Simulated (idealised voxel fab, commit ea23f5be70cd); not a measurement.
process module | voxel transistor to metal
cross-section cut | 200 nm wide | cells 5 nm
A cross-section is a grid of square cells, given in bands from the top down. A band is one or more rows of cells.
Each band's line starts with the height of the band's top and of its bottom, in nm. Then come its materials from left to right, each with its width in nm. One material with "throughout" fills the band from edge to edge. "air" is empty space.
Height 0 is the level under which the wafer as received is all one material. The lowest band goes on downwards, as in "0 down".
A width such as "30 to 40" changes by the same amount from each row of cells to the next, from the band's top row to its bottom row.
"no change" after a step means that no cell of the cross-section changed.
closed voids: empty space of 8 cells or more with no open way to the top, each as width x height at its distance from the left edge, in nm
after a step's settings: what the simulator itself notes on the step
overlay nm, on a step with a mask: how far to the right of its planned place the mask lay; to the left if negative
plan
1 op RECEIVE | material Si
2 op CONFORMAL_DEP | material SiO2 | thk nm 5
3 op CONFORMAL_DEP | material SiN | thk nm 15
4 op MASKED_ETCH | tone cover | mask id ACTIVE | width nm 115 | etch materials SiN | depth nm 15 | overlay nm 0
5 op MASKED_ETCH | tone cover | mask id ACTIVE | width nm 115 | etch materials SiO2 | depth nm 5 | overlay nm 0
6 op MASKED_ETCH | tone cover | mask id ACTIVE | width nm 115 | etch materials Si | depth nm 20 | overlay nm 0
7 op FILL_DEP | material SiO2 | thk nm 15
8 op CMP | height nm 20
9 op SELECTIVE_ETCH | etch materials SiO2 | depth nm 10
10 op STRIP | etch materials SiN
11 op SELECTIVE_ETCH | etch materials SiO2 | depth nm 5
12 op OXIDIZE | depth nm 5
13 op DIRECTIONAL_DEP | material polySi | thk nm 25
14 op DIRECTIONAL_DEP | material SiCN | thk nm 10
15 op MASKED_ETCH | tone cover | mask id GATE | width nm 25 | etch materials SiCN | depth nm 20 | overlay nm 0
16 op MASKED_ETCH | tone cover | mask id GATE | width nm 25 | etch materials polySi | depth nm 35 | overlay nm 0
17 op CONFORMAL_DEP | material SiN | thk nm 10
18 op DIRECTIONAL_ETCH | etch materials SiN | depth nm 10
19 op DIRECTIONAL_ETCH | etch materials SiO2 | depth nm 5
20 op EPI | material SiGe | thk nm 5
21 op FILL_DEP | material SiO2 | thk nm 5
22 op CMP | height nm 35
23 op DIRECTIONAL_DEP | material SiO2 | thk nm 10
24 op PATTERN | tone open | mask id CONTACT | material resist | width nm 20 | pitch nm 85 | thk nm 15 | overlay nm 0
25 op DIRECTIONAL_ETCH | etch materials SiO2 | depth nm 45
26 op STRIP | etch materials resist
27 op CONFORMAL_DEP | material TiN | thk nm 5
28 op FILL_DEP | material W | thk nm 10
29 op CMP | height nm 45
30 op DIRECTIONAL_DEP | material TiN | thk nm 5
31 op DIRECTIONAL_DEP | material Ru | thk nm 20
32 op DIRECTIONAL_DEP | material aC | thk nm 10
33 op PATTERN | tone cover | mask id METAL_1 | material resist | width nm 20 | pitch nm 85 | thk nm 25 | overlay nm 0
34 op DIRECTIONAL_ETCH | etch materials aC | depth nm 10
35 op STRIP | etch materials resist
36 op DIRECTIONAL_ETCH | etch materials Ru | depth nm 20
37 op DIRECTIONAL_ETCH | etch materials TiN | depth nm 5
38 op STRIP | etch materials aC
39 op CONFORMAL_DEP | material SiN | thk nm 5
40 op FILL_DEP | material SiO2 | thk nm 5
41 op CMP | height nm 70
42 op CONFORMAL_DEP | material SiCN | thk nm 5
as received, after step 1
  0 down: Si throughout
  closed voids: none
first wafer at the end, as planned
  75 to 70: SiCN throughout
  70 to 50: SiO2 40 | SiN 5 | Ru 20 | SiN 5 | SiO2 55 | SiN 5 | Ru 20 | SiN 5 | SiO2 45
  50 to 45: SiN 45 | TiN 20 | SiN 65 | TiN 20 | SiN 50
  45 to 35: SiO2 45 | TiN 5 | W 10 | TiN 5 | SiO2 65 | TiN 5 | W 10 | TiN 5 | SiO2 50
  35 to 25: SiO2 45 | TiN 5 | W 10 | TiN 5 | SiO2 10 | SiN 10 | SiCN 25 | SiN 10 | SiO2 10 | TiN 5 | W 10 | TiN 5 | SiO2 50
  25 to 5: SiO2 45 | TiN 5 | W 10 | TiN 5 | SiO2 10 | SiN 10 | polySi 25 | SiN 10 | SiO2 10 | TiN 5 | W 10 | TiN 5 | SiO2 50
  5 to 0: SiO2 35 | SiN 10 | TiN 20 | SiO2 10 | SiN 10 | polySi 25 | SiN 10 | SiO2 10 | TiN 20 | SiN 10 | SiO2 40
  0 to -5: SiO2 45 | SiGe 30 | SiO2 45 | SiGe 30 | SiO2 50
  -5 to -20: SiO2 40 | Si 115 | SiO2 45
  -20 down: Si throughout
  closed voids: none
second wafer at the end: like start, like plan, one mistake
  75 to 70: SiCN throughout
  70 to 65: SiO2 40 | SiN 5 | Ru 20 | SiN 5 | SiO2 55 | SiN 5 | Ru 20 | SiN 5 | SiO2 45
  65 to 60: SiN 45 | TiN 20 | SiN 65 | TiN 20 | SiN 50
  60 to 50: W throughout
  50 to 45: TiN 50 | W 10 | TiN 75 | W 10 | TiN 55
  45 to 35: SiO2 45 | TiN 5 | W 10 | TiN 5 | SiO2 65 | TiN 5 | W 10 | TiN 5 | SiO2 50
  35 to 25: SiO2 45 | TiN 5 | W 10 | TiN 5 | SiO2 10 | SiN 10 | SiCN 25 | SiN 10 | SiO2 10 | TiN 5 | W 10 | TiN 5 | SiO2 50
  25 to 5: SiO2 45 | TiN 5 | W 10 | TiN 5 | SiO2 10 | SiN 10 | polySi 25 | SiN 10 | SiO2 10 | TiN 5 | W 10 | TiN 5 | SiO2 50
  5 to 0: SiO2 35 | SiN 10 | TiN 20 | SiO2 10 | SiN 10 | polySi 25 | SiN 10 | SiO2 10 | TiN 20 | SiN 10 | SiO2 40
  0 to -5: SiO2 45 | SiGe 30 | SiO2 45 | SiGe 30 | SiO2 50
  -5 to -20: SiO2 40 | Si 115 | SiO2 45
  -20 down: Si throughout
  closed voids: none
what went wrong: step 29 was left out
at the end the second wafer has, in cells: 24 fewer of Ru | 12 fewer of SiN | 84 fewer of SiO2 | 36 more of TiN | 84 more of W
